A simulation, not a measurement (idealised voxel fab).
process module | voxel gate over fins
cross-section cut | 205 nm wide | cells 5 nm
A cross-section is a grid of square cells, given in bands from the top down. A band is one or more rows of cells.
Each band's line starts with the height of the band's top and of its bottom, in nm. Then come its materials from left to right, each with its width in nm. One material with "throughout" fills the band from edge to edge. "air" is empty space.
Height 0 is the level under which the wafer as received is all one material. The lowest band goes on downwards, as in "0 down".
A width such as "30 to 40" changes by the same amount from each row of cells to the next, from the band's top row to its bottom row.
"no change" after a step means that no cell of the cross-section changed.
closed voids: empty space of 8 cells or more with no open way to the top, each as width x height at its distance from the left edge, in nm
after a step's settings: what the simulator itself notes on the step
overlay nm, on a step with a mask: how far to the right of its planned place the mask lay; to the left if negative
plan
1 op RECEIVE | material Si
2 op CONFORMAL_DEP | material SiN | thk nm 5
3 op PATTERN | tone cover | mask id FINS | material resist | width nm 15 | pitch nm 45 | thk nm 20 | overlay nm 0
4 op DIRECTIONAL_ETCH | etch materials SiN | depth nm 5
5 op DIRECTIONAL_ETCH | etch materials Si | depth nm 30
6 op STRIP | etch materials resist
7 op FILL_DEP | material SiO2 | thk nm 5
8 op CMP | height nm 5
9 op SELECTIVE_ETCH | etch materials SiO2 | depth nm 20
10 op STRIP | etch materials SiN
11 op CONFORMAL_DEP | material HfO2 | thk nm 5
12 op CONFORMAL_DEP | material TiN | thk nm 5
13 op CONFORMAL_DEP | material TiAl | thk nm 5
14 op CONFORMAL_DEP | material TiN | thk nm 5
15 op FILL_DEP | material W | thk nm 15
16 op CMP | height nm 30
17 op CONFORMAL_DEP | material SiN | thk nm 10
as received, after step 1
  0 down: Si throughout
  closed voids: none
first wafer at the end, as planned
  40 to 30: SiN throughout
  30 to 20: W throughout
  20 to 15: W 50 | TiN 100 | W 55
  15 to 10: W 50 | TiN 5 | TiAl 90 | TiN 5 | W 55
  10 to 5: W 50 | TiN 5 | TiAl 5 | TiN 35 | TiAl 10 | TiN 35 | TiAl 5 | TiN 5 | W 55
  5 to 0: TiN 55 | TiAl 5 | TiN 5 | HfO2 25 | TiN 5 | TiAl 10 | TiN 5 | HfO2 25 | TiN 5 | TiAl 5 | TiN 60
  0 to -5: TiAl 60 | TiN 5 | HfO2 5 | Si 15 | HfO2 5 | TiN 5 | TiAl 10 | TiN 5 | HfO2 5 | Si 15 | HfO2 5 | TiN 5 | TiAl 65
  -5 to -10: TiN 65 | HfO2 5 | Si 15 | HfO2 5 | TiN 20 | HfO2 5 | Si 15 | HfO2 5 | TiN 70
  -10 to -15: HfO2 70 | Si 15 | HfO2 30 | Si 15 | HfO2 75
  -15 to -30: SiO2 70 | Si 15 | SiO2 30 | Si 15 | SiO2 75
  -30 down: Si throughout
  closed voids: none
second wafer at the end: like start, like plan, one mistake
  40 to 30: SiN throughout
  30 to 20: W throughout
  20 to 15: W 50 | TiN 100 | W 55
  15 to 10: W 50 | TiN 5 | TiAl 90 | TiN 5 | W 55
  10 to 5: W 50 | TiN 5 | TiAl 5 | TiN 35 | TiAl 10 | TiN 35 | TiAl 5 | TiN 5 | W 55
  5 to 0: TiN 55 | TiAl 5 | TiN 5 | HfO2 25 | TiN 5 | TiAl 10 | TiN 5 | HfO2 25 | TiN 5 | TiAl 5 | TiN 60
  0 to -5: TiAl 60 | TiN 5 | HfO2 5 | Si 15 | HfO2 5 | TiN 5 | TiAl 10 | TiN 5 | HfO2 5 | Si 15 | HfO2 5 | TiN 5 | TiAl 65
  -5 to -10: TiN 65 | HfO2 5 | Si 15 | HfO2 5 | TiN 20 | HfO2 5 | Si 15 | HfO2 5 | TiN 70
  -10 to -15: HfO2 70 | Si 15 | HfO2 30 | Si 15 | HfO2 75
  -15 to -60: SiO2 70 | Si 15 | SiO2 30 | Si 15 | SiO2 75
  -60 down: Si throughout
  closed voids: none
what went wrong: step 5 was run twice
at the end the second wafer has, in cells: 210 fewer of Si | 210 more of SiO2
